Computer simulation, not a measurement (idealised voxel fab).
The name of this process module is voxel self aligned vias.
Cross-sectional view cut (width: 210 nm; square cell size: 5 nm).
A cross-section is written here as square cells arranged in a grid, and it is given in bands from the top down, each band taking up one or more rows of cells. First you get the band's top height and its bottom height, in nm, and then the materials it's made of, left to right, with each width in nm. If you see a single material with "full width", that one covers the band edge to edge. "blank" is empty space. Heights are expressed relative to 0, this being the level below which the as-received wafer comprises one material exclusively. The lowest band is unbounded in the downward direction and is denoted as in "0 down". A width given as "30->40" starts at the first number in the band's top row and ends at the second number in its bottom row, shifting by an equal amount at every step from row to row. Step marked "nothing got changed"? Then no cell in the cross-section changed in it. "Voids, enclosed" - sealed voids, min. 8 cells, no opening to top; format: width x height at distance (distance from left edge; nm throughout). Formally, on a step line, whatever follows the settings is a remark that the simulator itself makes on the step. The "overlay nm" setting may appear on a step's line; for a step that uses a mask, it gives how far to the right of its planned position the mask lay, and a negative value indicates the left.

HERE'S WHAT THE PLANNED PROCESS STEPS LOOK LIKE
1 op RECEIVE | material Si
2 op CONFORMAL_DEP | material SiO2 | thk nm 10
3 op CONFORMAL_DEP | material SiCN | thk nm 5
4 op DIRECTIONAL_DEP | material lowk | thk nm 20
5 op PATTERN | tone open | mask id LINES | material resist | width nm 30 | pitch nm 55 | thk nm 15 | overlay nm 0
6 op DIRECTIONAL_ETCH | etch materials lowk | depth nm 20
7 op STRIP | etch materials resist
8 op CONFORMAL_DEP | material TiN | thk nm 5
9 op FILL_DEP | material Ru | thk nm 10
10 op CMP | height nm 35
11 op SELECTIVE_ETCH | etch materials W Ru TiN | depth nm 5
12 op FILL_DEP | material SiN | thk nm 5
13 op CMP | height nm 35
14 op DIRECTIONAL_DEP | material lowk | thk nm 20
15 op MASKED_ETCH | tone open | mask id VIAS | width nm 40 | etch materials lowk | depth nm 20 | overlay nm 0
16 op MASKED_ETCH | tone open | mask id VIAS | width nm 40 | etch materials SiN | depth nm 5 | overlay nm 0
17 op CONFORMAL_DEP | material TiN | thk nm 5
18 op FILL_DEP | material W | thk nm 10
19 op CMP | height nm 55
20 op CONFORMAL_DEP | material SiN | thk nm 5

AS-RECEIVED STATE OF THE WAFER IN CROSS-SECTION, EQUIVALENT TO POST-STEP 1
	0 down | Si full width
	Voids, enclosed: none

THE PLAN ABOVE WAS CARRIED OUT ON THE STARTING STRUCTURE ABOVE WITH ONE MISTAKE, AND THIS CROSS-SECTION SHOWS THE WAFER AT THE END OF THE MODULE
	75 to 70 | SiN full width
	70 to 60 | W full width
	60 to 55 | 60 of TiN; 30 of W; 120 of TiN
	55 to 40 | 55 of lowk; 5 of TiN; 30 of W; 5 of TiN; 115 of lowk
	40 to 35 | 55 of lowk; 10 of TiN; 20 of W; 10 of TiN; 115 of lowk
	35 to 30 | 60 of lowk; 30 of TiN; 25 of lowk; 30 of SiN; 65 of lowk
	30 to 20 | 60 of lowk; 5 of TiN; 20 of Ru; 5 of TiN; 25 of lowk; 5 of TiN; 20 of Ru; 5 of TiN; 65 of lowk
	20 to 15 | 60 of lowk; 30 of TiN; 25 of lowk; 30 of TiN; 65 of lowk
	15 to 10 | SiCN full width
	10 to 0 | SiO2 full width
	0 down | Si full width
	Voids, enclosed: none
Against the plan, the run slipped here: step 19 of the plan was omitted and not executed
